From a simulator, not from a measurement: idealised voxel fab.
The following is a process module called voxel ribs on slabs.
It is cross-section cut that appears here, measuring 275 nm in width, its square cells being 5 nm in size.
A cross-section is written here as square cells arranged in a grid, and it is given in bands from the top down, each band taking up one or more rows of cells. Within each band entry, the heights of the top and of the bottom of the band appear first, in that order and in nm; the materials of the band then follow from left to right, each with its corresponding width in nm. The designation "everywhere" on a single material indicates that it fills the band from edge to edge; the designation "empty" indicates empty space. Heads up on the height convention: 0 is the point under which the incoming wafer is all one material, and the lowest band has no bottom, it just keeps going down, like "0..down". When a width is written as two numbers, as in "30..40", the first number is the width in the top row of cells of the band and the second is the width in its bottom row, and the width changes by the same amount from each row to the next. It should be understood that the words "nothing changed", when stated for a given step, signify that the cross-section underwent no change in any of its cells during that step. Empty spaces without an open route to the top, at least 8 cells in extent, make up the entry "Enclosed internal voids"; each is given as width x height at distance, where the distance is measured from the left edge, and all are in nm. Formally, on a step line, whatever follows the settings is a remark that the simulator itself makes on the step. The line of a step may include "overlay nm". On a step with a mask, this value is how far to the right of its planned place the mask lay. A negative value means the mask lay to the left.
PLAN
- 1: RECEIVE with material Si
- 2: DIRECTIONAL_DEP with material SiO2, thk nm 30
- 3: DIRECTIONAL_DEP with material SiN, thk nm 20
- 4: DIRECTIONAL_DEP with material aC, thk nm 15
- 5: PATTERN with tone cover, mask id RIB, material resist, width nm 30, thk nm 35, overlay nm 0
- 6: DIRECTIONAL_ETCH with etch materials aC, depth nm 15
- 7: STRIP with etch materials resist
- 8: DIRECTIONAL_ETCH with etch materials SiN, depth nm 5
- 9: STRIP with etch materials aC
- 10: DIRECTIONAL_DEP with material aC, thk nm 10
- 11: PATTERN with tone cover, mask id SLAB, material resist, width nm 80, thk nm 30, overlay nm 0
- 12: DIRECTIONAL_ETCH with etch materials aC, depth nm 10
- 13: STRIP with etch materials resist
- 14: DIRECTIONAL_ETCH with etch materials SiN, depth nm 15
- 15: STRIP with etch materials aC
- 16: FILL_DEP with material SiO2, thk nm 25
- 17: CMP with height nm 65
- 18: DIRECTIONAL_DEP with material TiN, thk nm 5
- 19: PATTERN with tone cover, mask id HEATER, material resist, width nm 40, thk nm 20, overlay nm 0
- 20: DIRECTIONAL_ETCH with etch materials TiN, depth nm 5
- 21: STRIP with etch materials resist
- 22: CONFORMAL_DEP with material SiO2, thk nm 10
WAFER CROSS-SECTION ON RECEIPT, I.E. AFTER STEP 1
- 0..down = Si everywhere
- Enclosed internal voids: none
MODULE COMPLETE, CROSS-SECTION. STARTING POINT AND PLAN PER ABOVE. ONE MISTAKE MADE IN RUNNING THE MODULE
- 80..75 = empty 100 nm, SiO2 70 nm, empty 105 nm
- 75..70 = SiO2 everywhere
- 70..65 = SiO2 110 nm, TiN 50 nm, SiO2 115 nm
- 65..50 = SiO2 everywhere
- 50..45 = SiO2 120 nm, SiN 30 nm, SiO2 125 nm
- 45..30 = SiO2 95 nm, SiN 80 nm, SiO2 100 nm
- 30..0 = SiO2 everywhere
- 0..down = Si everywhere
- Enclosed internal voids: none
Deviation noted in wafer processing: so step 19 ended up running with a different setting than we planned, it ran as PATTERN with tone cover, mask id HEATER, material resist, width nm 50, thk nm 20, overlay nm 0
